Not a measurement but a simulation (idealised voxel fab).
The following is a process module called voxel double patterning.
cross-section cut | 235 nm wide | cells 5 nm
Cross-section layout: square cells on a grid; listed as bands, top to bottom; a band spans one or more cell rows. A band entry consists of two parts. The first gives the height of the band's top and the height of its bottom, in nm. The rest lists the band's materials from left to right, each with its width in nm. A single material labelled with the word "all across" fills the band from edge to edge, and the word "blank" marks empty space. A quick word on heights: they are counted from 0, and under that level the wafer as it came to us is one material throughout. The lowest band is different from the rest in having no bottom; it simply continues downward, written as in "0 down". Per-row width for "30 to 40": begins at first number (top row of band), ends at second number (bottom row), increment between rows held constant. "no alterations made" for a step: no cell of the cross-section changed in that step. Look at "Closed internal voids" for the closed voids: empty spaces with no open path to the top, sized 8 cells or up. Each is width x height at distance, distance from the left edge, all nm. The remark found on a step's line after its settings is issued by the simulator itself and pertains to that step. You can add "overlay nm" to a step's line. For a step with a mask, it describes how far the mask lay to the right of its planned position, and a negative number describes a lay to the left.
This section lists the process steps that were planned
step 1: RECEIVE (material Si)
step 2: CONFORMAL_DEP (material SiO2; thk nm 10)
step 3: DIRECTIONAL_DEP (material W; thk nm 15)
step 4: DIRECTIONAL_DEP (material SiN; thk nm 10)
step 5: MASKED_ETCH (tone open; mask id FIRST; width nm 15; pitch nm 50; etch materials SiN; depth nm 10; overlay nm 0)
step 6: DIRECTIONAL_DEP (material aC; thk nm 15)
step 7: PATTERN (tone open; mask id SECOND; material resist; width nm 15; pitch nm 50; thk nm 35; overlay nm 0)
step 8: DIRECTIONAL_ETCH (etch materials aC; depth nm 15)
step 9: STRIP (etch materials resist)
step 10: DIRECTIONAL_ETCH (etch materials SiN; depth nm 10)
step 11: STRIP (etch materials aC)
step 12: DIRECTIONAL_ETCH (etch materials W; depth nm 15)
step 13: STRIP (etch materials SiN)
Cross-sectional view of the wafer in its as-received condition, corresponding to the state after step 1
    0 down: Si all across
    Closed internal voids: none
Run as planned - first of the two wafers cross-sectioned at the end of the module
    25 to 10: W 60 nm, blank 15 nm, W 10 nm, blank 15 nm, W 10 nm, blank 15 nm, W 10 nm, blank 15 nm, W 10 nm, blank 15 nm, W 60 nm
    10 to 0: SiO2 all across
    0 down: Si all across
    Closed internal voids: none
This is the second of the two wafers, cross-sectioned at the end of the module; it started exactly like the first and was given the same plan, but it was run with one mistake
    30 to 15: W 60 nm, blank 15 nm, W 10 nm, blank 15 nm, W 10 nm, blank 15 nm, W 10 nm, blank 15 nm, W 10 nm, blank 15 nm, W 60 nm
    15 to 10: W all across
    10 to 0: SiO2 all across
    0 down: Si all across
    Closed internal voids: none
Processing error: planned and actual differ for step 3; actual: DIRECTIONAL_DEP (material W; thk nm 20)
Heads up, by the end the second wafer has more or fewer cells of some materials compared to the first: W: 47 more
